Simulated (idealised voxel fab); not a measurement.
The following process module bears the name voxel capacitor over wiring.
Displayed cross-section: cut, width of 200 nm, square cells sized 5 nm.
Each cross-section below is a grid of square cells, stated as bands in top-down order, with one or more rows of cells making up each band. Top height, bottom height, nm. Materials left to right, width each, nm. Single material + "edge to edge" = fills band edge to edge. "air" = empty. It should be noted that heights are counted from 0, beneath which the wafer as supplied is of one material throughout, and that the lowest band possesses no lower boundary but continues downward, as written in "top 0, no bottom". It should be noted that a width expressed as "30->40" varies in equal increments from row to row of cells within the band, taking the value of the first number at the top row and that of the second number at the bottom row. The designation "no modifications", where it is given for a processing step, indicates that no cell of the cross-section was altered in the course of that step. So "Closed empty spaces" is basically the list of trapped voids: any empty space of 8 cells or more that can't reach the top through an opening. They're written width x height at distance, the distance being from the left edge, and it's all nm. The remark found on a step's line after its settings is issued by the simulator itself and pertains to that step. The setting "overlay nm" may be written on the line of a step. When the step uses a mask, the value reports how far to the right of the planned place the mask lay, and a negative value reports that it lay to the left.
### Intended process steps
step 1: RECEIVE | material Si
step 2: CONFORMAL_DEP | material SiO2 | thk nm 15
step 3: DIRECTIONAL_DEP | material TiN | thk nm 5
step 4: DIRECTIONAL_DEP | material Ru | thk nm 20
step 5: MASKED_ETCH | tone cover | mask id METAL_1 | width nm 20 | pitch nm 90 | etch materials Ru | depth nm 20 | overlay nm 0
step 6: MASKED_ETCH | tone cover | mask id METAL_1 | width nm 20 | pitch nm 90 | etch materials TiN | depth nm 5 | overlay nm 0
step 7: FILL_DEP | material SiO2 | thk nm 10
step 8: CMP | height nm 40
step 9: CONFORMAL_DEP | material SiCN | thk nm 5
step 10: DIRECTIONAL_DEP | material lowk | thk nm 15
step 11: MASKED_ETCH | tone open | mask id PLUG_1 | width nm 15 | etch materials lowk | depth nm 15 | overlay nm -15
step 12: MASKED_ETCH | tone open | mask id PLUG_1 | width nm 15 | etch materials SiCN | depth nm 5 | overlay nm 0
step 13: EPI | material Ru | thk nm 10
step 14: EPI | material Ru | thk nm 10
step 15: DIRECTIONAL_DEP | material TiN | thk nm 10
step 16: DIRECTIONAL_DEP | material SiN | thk nm 5
step 17: DIRECTIONAL_DEP | material TiN | thk nm 10
step 18: DIRECTIONAL_DEP | material aC | thk nm 15
step 19: PATTERN | tone cover | mask id UPPER_PLATE | material resist | width nm 75 | thk nm 30 | overlay nm 0
step 20: DIRECTIONAL_ETCH | etch materials aC | depth nm 15
step 21: STRIP | etch materials resist
step 22: DIRECTIONAL_ETCH | etch materials TiN | depth nm 10
step 23: DIRECTIONAL_ETCH | etch materials SiN | depth nm 5
step 24: STRIP | etch materials aC
step 25: MASKED_ETCH | tone cover | mask id LOWER_PLATE | width nm 85 | etch materials TiN | depth nm 10 | overlay nm 0
step 26: FILL_DEP | material SiO2 | thk nm 20
step 27: CMP | height nm 100
step 28: PATTERN | tone open | mask id PLUG_2 | material resist | width nm 15 | thk nm 15 | overlay nm 0
step 29: DIRECTIONAL_ETCH | etch materials SiO2 | depth nm 15
step 30: STRIP | etch materials resist
step 31: CONFORMAL_DEP | material TiN | thk nm 5
step 32: FILL_DEP | material W | thk nm 10
step 33: CMP | height nm 100
step 34: CONFORMAL_DEP | material SiCN | thk nm 5
The wafers are alike at the start. At step 11, their overlay nm differs. The plan lists the first wafer's value.
### first wafer as received, after step 1
> top 0, no bottom: Si edge to edge
> Closed empty spaces: none
### After the module's final step, step 34: the first of several wafers in cross-section
> top 105, bottom 100: SiCN edge to edge
> top 100, bottom 90: SiO2 (60), then TiN (5), then W (5), then TiN (5), then SiO2 (125)
> top 90, bottom 85: SiO2 (60), then TiN (15), then SiO2 (125)
> top 85, bottom 75: SiO2 (50), then TiN (75), then SiO2 (75)
> top 75, bottom 70: SiO2 (50), then SiN (75), then SiO2 (75)
> top 70, bottom 60: SiO2 (50), then TiN (80), then SiO2 (70)
> top 60, bottom 55: lowk (35), then SiO2 (15), then lowk (150)
> top 55, bottom 45: lowk (35), then SiO2 (10), then TiN (5), then lowk (150)
> top 45, bottom 40: SiCN edge to edge
> top 40, bottom 20: SiO2 (45), then Ru (20), then SiO2 (70), then Ru (20), then SiO2 (45)
> top 20, bottom 15: SiO2 (45), then TiN (20), then SiO2 (70), then TiN (20), then SiO2 (45)
> top 15, bottom 0: SiO2 edge to edge
> top 0, no bottom: Si edge to edge
> Closed empty spaces: none
### last wafer at the end
> top 105, bottom 100: SiCN edge to edge
> top 100, bottom 90: SiO2 (60), then TiN (5), then W (5), then TiN (5), then SiO2 (125)
> top 90, bottom 85: SiO2 (60), then TiN (15), then SiO2 (125)
> top 85, bottom 75: SiO2 (50), then TiN (15), then SiO2 (15), then TiN (45), then SiO2 (75)
> top 75, bottom 70: SiO2 (50), then SiN (15), then SiO2 (15), then SiN (45), then SiO2 (75)
> top 70, bottom 60: SiO2 (45), then TiN (85), then SiO2 (70)
> top 60, bottom 55: lowk (65), then SiN (15), then lowk (120)
> top 55, bottom 45: lowk (65), then TiN (15), then lowk (120)
> top 45, bottom 40: SiCN edge to edge
> top 40, bottom 20: SiO2 (45), then Ru (20), then SiO2 (70), then Ru (20), then SiO2 (45)
> top 20, bottom 15: SiO2 (45), then TiN (20), then SiO2 (70), then TiN (20), then SiO2 (45)
> top 15, bottom 0: SiO2 edge to edge
> top 0, no bottom: Si edge to edge
> Closed empty spaces: none
### End of module, by wafer: material-by-material cell gain (+) or loss (-) since receipt, then closed voids
overlay nm -15; +32 Ru; +80 SiCN; +15 SiN; +521 SiO2; +79 TiN; +2 W; +111 lowk; Closed empty spaces: none
overlay nm -10; +42 Ru; +79 SiCN; +15 SiN; +512 SiO2; +79 TiN; +2 W; +111 lowk; Closed empty spaces: none
overlay nm -5; +43 Ru; +78 SiCN; +15 SiN; +512 SiO2; +79 TiN; +2 W; +111 lowk; Closed empty spaces: none
overlay nm 0; +44 Ru; +77 SiCN; +15 SiN; +512 SiO2; +79 TiN; +2 W; +111 lowk; Closed empty spaces: none
overlay nm 5; +43 Ru; +78 SiCN; +15 SiN; +512 SiO2; +79 TiN; +2 W; +111 lowk; Closed empty spaces: none
overlay nm 10; +42 Ru; +79 SiCN; +15 SiN; +512 SiO2; +79 TiN; +2 W; +111 lowk; Closed empty spaces: none
overlay nm 15; +32 Ru; +80 SiCN; +15 SiN; +521 SiO2; +79 TiN; +2 W; +111 lowk; Closed empty spaces: none
